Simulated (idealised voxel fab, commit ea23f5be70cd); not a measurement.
Process module in this document: voxel wiring stack
The figure presents cross-section cut, which has a width of 210 nm and is divided into square cells with an edge length of 5 nm.
A cross-section is written here as square cells arranged in a grid, and it is given in bands from the top down, each band taking up one or more rows of cells. Heights first: top, then bottom, in nm. Then materials, left to right, each with a width in nm. "edge to edge" on a single material: fills the band edge to edge. "empty": empty space. For the purposes of this specification, 0 denotes the height below which the wafer in its as-received condition is composed wholly of one material, and the lowermost band, lacking a lower limit, extends downward without end, as expressed in "0 nm and below". The width entry "30->40" should be interpreted row by row: the top row of cells in the band takes the first number, the bottom row takes the second number, and the change between adjacent rows is uniform throughout. Take "same as before" at face value: in the step it is given for, the cross-section changed in none of its cells. This entry, "Enclosed internal voids", enumerates those empty regions of no fewer than 8 cells that possess no open connection to the top. Each region is reported in the form width x height at distance, the distance being taken from the left edge, with all three quantities expressed in nm. Note: text after step settings on the step line = simulator remark on that step. overlay nm: how far to the right of its planned place the mask lay on this masked step (negative: to the left).

plan:
- 1: RECEIVE,material Si
- 2: CONFORMAL_DEP,material SiO2,thk nm 10
- 3: CONFORMAL_DEP,material SiCN,thk nm 5
- 4: DIRECTIONAL_DEP,material SiO2,thk nm 25
- 5: MASKED_ETCH,tone open,mask id METAL_1,width nm 30,pitch nm 45,etch materials SiO2,depth nm 25,overlay nm 0
- 6: MASKED_ETCH,tone open,mask id METAL_1,width nm 30,pitch nm 45,etch materials SiCN,depth nm 5,overlay nm 0
- 7: CONFORMAL_DEP,material TiN,thk nm 5
- 8: FILL_DEP,material W,thk nm 10
- 9: CMP,height nm 40
- 10: EPI,material Ru,thk nm 5
- 11: FILL_DEP,material SiCN,thk nm 5
- 12: DIRECTIONAL_DEP,material SiO2,thk nm 35
- 13: DIRECTIONAL_DEP,material aC,thk nm 15
- 14: PATTERN,tone open,mask id METAL_2_HOLES,material resist,width nm 15,pitch nm 45,thk nm 30,overlay nm 0
- 15: DIRECTIONAL_ETCH,etch materials aC,depth nm 15
- 16: STRIP,etch materials resist
- 17: DIRECTIONAL_ETCH,etch materials SiO2,depth nm 35
- 18: STRIP,etch materials aC
- 19: PATTERN,tone open,mask id METAL_2,material resist,width nm 30,pitch nm 45,thk nm 20,overlay nm 0
- 20: DIRECTIONAL_ETCH,etch materials SiO2,depth nm 20
- 21: DIRECTIONAL_ETCH,etch materials SiCN,depth nm 5
- 22: STRIP,etch materials resist
- 23: CONFORMAL_DEP,material TiN,thk nm 5
- 24: FILL_DEP,material Cu,thk nm 10
- 25: CMP,height nm 85
- 26: CONFORMAL_DEP,material SiCN,thk nm 5

First wafer out of two, processed as planned:

Wafer at receipt (post step 1), cross-section:
  0 nm and below | Si edge to edge
  Enclosed internal voids: none

Sectional view: wafer, after step 2:
  10 nm to 0 nm | SiO2 edge to edge
  Below 0, the layers are the same as they were.

Sectional view: wafer, after step 3:
  15 nm to 10 nm | SiCN edge to edge
  Below 10, the layers are the same as they were.

Sectional view: wafer, after step 4:
  40 nm to 15 nm | SiO2 edge to edge
  Below 15, the layers are the same as they were.

Sectional view: wafer, after step 5:
  40 nm to 15 nm | SiO2 65  empty 30  SiO2 15  empty 30  SiO2 70
  Below 15, the layers are the same as they were.

Sectional view: wafer, after step 6:
  40 nm to 15 nm | SiO2 65  empty 30  SiO2 15  empty 30  SiO2 70
  15 nm to 10 nm | SiCN 65  empty 30  SiCN 15  empty 30  SiCN 70
  Below 10, the layers are the same as they were.

Sectional view: wafer, after step 7:
  45 nm to 40 nm | TiN 70  empty 20  TiN 25  empty 20  TiN 75
  40 nm to 15 nm | SiO2 65  TiN 5  empty 20  TiN 5  SiO2 15  TiN 5  empty 20  TiN 5  SiO2 70
  15 nm to 10 nm | SiCN 65  TiN 30  SiCN 15  TiN 30  SiCN 70
  Below 10, the layers are the same as they were.

Sectional view: wafer, after step 8:
  55 nm to 45 nm | W edge to edge
  45 nm to 40 nm | TiN 70  W 20  TiN 25  W 20  TiN 75
  40 nm to 15 nm | SiO2 65  TiN 5  W 20  TiN 5  SiO2 15  TiN 5  W 20  TiN 5  SiO2 70
  Below 15, the layers are the same as they were.

Sectional view: wafer, after step 9:
  40 nm to 15 nm | SiO2 65  TiN 5  W 20  TiN 5  SiO2 15  TiN 5  W 20  TiN 5  SiO2 70
  Below 15, the layers are the same as they were.

Sectional view: wafer, after step 10:
  45 nm to 40 nm | empty 60  Ru 40  empty 5  Ru 40  empty 65
  Below 40, the layers are the same as they were.

Sectional view: wafer, after step 11:
  50 nm to 45 nm | SiCN edge to edge
  45 nm to 40 nm | SiCN 60  Ru 40  SiCN 5  Ru 40  SiCN 65
  Below 40, the layers are the same as they were.

Sectional view: wafer, after step 12:
  85 nm to 50 nm | SiO2 edge to edge
  Below 50, the layers are the same as they were.

Sectional view: wafer, after step 13:
  100 nm to 85 nm | aC edge to edge
  Below 85, the layers are the same as they were.

Sectional view: wafer, after step 14:
  130 nm to 100 nm | resist 65  empty 15  resist 30  empty 15  resist 85
  Below 100, the layers are the same as they were.

Sectional view: wafer, after step 15:
  115 nm to 100 nm | resist 65  empty 15  resist 30  empty 15  resist 85
  100 nm to 85 nm | aC 65  empty 15  aC 30  empty 15  aC 85
  Below 85, the layers are the same as they were.

Sectional view: wafer, after step 16:
  100 nm to 85 nm | aC 65  empty 15  aC 30  empty 15  aC 85
  Below 85, the layers are the same as they were.

Sectional view: wafer, after step 17:
  100 nm to 85 nm | aC 65  empty 15  aC 30  empty 15  aC 85
  85 nm to 50 nm | SiO2 65  empty 15  SiO2 30  empty 15  SiO2 85
  Below 50, the layers are the same as they were.

Sectional view: wafer, after step 18:
  85 nm to 50 nm | SiO2 65  empty 15  SiO2 30  empty 15  SiO2 85
  Below 50, the layers are the same as they were.

Sectional view: wafer, after step 19:
  105 nm to 85 nm | resist 65  empty 30  resist 15  empty 30  resist 70
  Below 85, the layers are the same as they were.

Sectional view: wafer, after step 20:
  105 nm to 85 nm | resist 65  empty 30  resist 15  empty 30  resist 70
  85 nm to 65 nm | SiO2 65  empty 30  SiO2 15  empty 30  SiO2 70
  Below 65, the layers are the same as they were.

Sectional view: wafer, after step 21:
  105 nm to 85 nm | resist 65  empty 30  resist 15  empty 30  resist 70
  85 nm to 65 nm | SiO2 65  empty 30  SiO2 15  empty 30  SiO2 70
  65 nm to 50 nm | SiO2 65  empty 15  SiO2 30  empty 15  SiO2 85
  50 nm to 45 nm | SiCN 65  empty 15  SiCN 30  empty 15  SiCN 85
  Below 45, the layers are the same as they were.

Sectional view: wafer, after step 22:
  85 nm to 65 nm | SiO2 65  empty 30  SiO2 15  empty 30  SiO2 70
  Below 65, the layers are the same as they were.

Sectional view: wafer, after step 23:
  90 nm to 85 nm | TiN 70  empty 20  TiN 25  empty 20  TiN 75
  85 nm to 70 nm | SiO2 65  TiN 5  empty 20  TiN 5  SiO2 15  TiN 5  empty 20  TiN 5  SiO2 70
  70 nm to 65 nm | SiO2 65  TiN 5  empty 5  TiN 20  SiO2 15  TiN 5  empty 5  TiN 20  SiO2 70
  65 nm to 50 nm | SiO2 65  TiN 5  empty 5  TiN 5  SiO2 30  TiN 5  empty 5  TiN 5  SiO2 85
  50 nm to 45 nm | SiCN 65  TiN 15  SiCN 30  TiN 15  SiCN 85
  Below 45, the layers are the same as they were.

Sectional view: wafer, after step 24:
  100 nm to 90 nm | Cu edge to edge
  90 nm to 85 nm | TiN 70  Cu 20  TiN 25  Cu 20  TiN 75
  85 nm to 70 nm | SiO2 65  TiN 5  Cu 20  TiN 5  SiO2 15  TiN 5  Cu 20  TiN 5  SiO2 70
  70 nm to 65 nm | SiO2 65  TiN 5  Cu 5  TiN 20  SiO2 15  TiN 5  Cu 5  TiN 20  SiO2 70
  65 nm to 50 nm | SiO2 65  TiN 5  Cu 5  TiN 5  SiO2 30  TiN 5  Cu 5  TiN 5  SiO2 85
  Below 50, the layers are the same as they were.

Sectional view: wafer, after step 25:
  85 nm to 70 nm | SiO2 65  TiN 5  Cu 20  TiN 5  SiO2 15  TiN 5  Cu 20  TiN 5  SiO2 70
  Below 70, the layers are the same as they were.

Sectional view: wafer, after step 26:
  90 nm to 85 nm | SiCN edge to edge
  Below 85, the layers are the same as they were.

Second wafer, same starting state and plan as the first, one mistake in the run, identical through step 10:

The second wafer in cross-section, at the planned close of step 11:
  50 nm to 40 nm | Ru edge to edge
  Below 40, the layers are the same as they were.

The second wafer in cross-section, at the planned close of step 12:
  85 nm to 50 nm | SiO2 edge to edge
  Below 50, the layers are the same as they were.

The second wafer in cross-section, at the planned close of step 13:
  100 nm to 85 nm | aC edge to edge
  Below 85, the layers are the same as they were.

The second wafer in cross-section, at the planned close of step 14:
  130 nm to 100 nm | resist 65  empty 15  resist 30  empty 15  resist 85
  Below 100, the layers are the same as they were.

The second wafer in cross-section, at the planned close of step 15:
  115 nm to 100 nm | resist 65  empty 15  resist 30  empty 15  resist 85
  100 nm to 85 nm | aC 65  empty 15  aC 30  empty 15  aC 85
  Below 85, the layers are the same as they were.

The second wafer in cross-section, at the planned close of step 16:
  100 nm to 85 nm | aC 65  empty 15  aC 30  empty 15  aC 85
  Below 85, the layers are the same as they were.

The second wafer in cross-section, at the planned close of step 17:
  100 nm to 85 nm | aC 65  empty 15  aC 30  empty 15  aC 85
  85 nm to 50 nm | SiO2 65  empty 15  SiO2 30  empty 15  SiO2 85
  Below 50, the layers are the same as they were.

The second wafer in cross-section, at the planned close of step 18:
  85 nm to 50 nm | SiO2 65  empty 15  SiO2 30  empty 15  SiO2 85
  Below 50, the layers are the same as they were.

The second wafer in cross-section, at the planned close of step 19:
  105 nm to 85 nm | resist 65  empty 30  resist 15  empty 30  resist 70
  Below 85, the layers are the same as they were.

The second wafer in cross-section, at the planned close of step 20:
  105 nm to 85 nm | resist 65  empty 30  resist 15  empty 30  resist 70
  85 nm to 65 nm | SiO2 65  empty 30  SiO2 15  empty 30  SiO2 70
  Below 65, the layers are the same as they were.

The second wafer in cross-section, at the planned close of step 21: same as before

The second wafer in cross-section, at the planned close of step 22:
  85 nm to 65 nm | SiO2 65  empty 30  SiO2 15  empty 30  SiO2 70
  Below 65, the layers are the same as they were.

The second wafer in cross-section, at the planned close of step 23:
  90 nm to 85 nm | TiN 70  empty 20  TiN 25  empty 20  TiN 75
  85 nm to 70 nm | SiO2 65  TiN 5  empty 20  TiN 5  SiO2 15  TiN 5  empty 20  TiN 5  SiO2 70
  70 nm to 65 nm | SiO2 65  TiN 5  empty 5  TiN 20  SiO2 15  TiN 5  empty 5  TiN 20  SiO2 70
  65 nm to 55 nm | SiO2 65  TiN 5  empty 5  TiN 5  SiO2 30  TiN 5  empty 5  TiN 5  SiO2 85
  55 nm to 50 nm | SiO2 65  TiN 15  SiO2 30  TiN 15  SiO2 85
  Below 50, the layers are the same as they were.

The second wafer in cross-section, at the planned close of step 24:
  100 nm to 90 nm | Cu edge to edge
  90 nm to 85 nm | TiN 70  Cu 20  TiN 25  Cu 20  TiN 75
  85 nm to 70 nm | SiO2 65  TiN 5  Cu 20  TiN 5  SiO2 15  TiN 5  Cu 20  TiN 5  SiO2 70
  70 nm to 65 nm | SiO2 65  TiN 5  Cu 5  TiN 20  SiO2 15  TiN 5  Cu 5  TiN 20  SiO2 70
  65 nm to 55 nm | SiO2 65  TiN 5  Cu 5  TiN 5  SiO2 30  TiN 5  Cu 5  TiN 5  SiO2 85
  Below 55, the layers are the same as they were.

The second wafer in cross-section, at the planned close of step 25:
  85 nm to 70 nm | SiO2 65  TiN 5  Cu 20  TiN 5  SiO2 15  TiN 5  Cu 20  TiN 5  SiO2 70
  Below 70, the layers are the same as they were.

The second wafer in cross-section, at the planned close of step 26:
  90 nm to 85 nm | SiCN edge to edge
  Below 85, the layers are the same as they were.
Processing error: step 11 ran as: FILL_DEP,material Ru,thk nm 5
In the final state, the cell counts of the second wafer exceed or fall short of those of the first for the following materials: Cu -2, Ru +68, SiCN -62, TiN -4
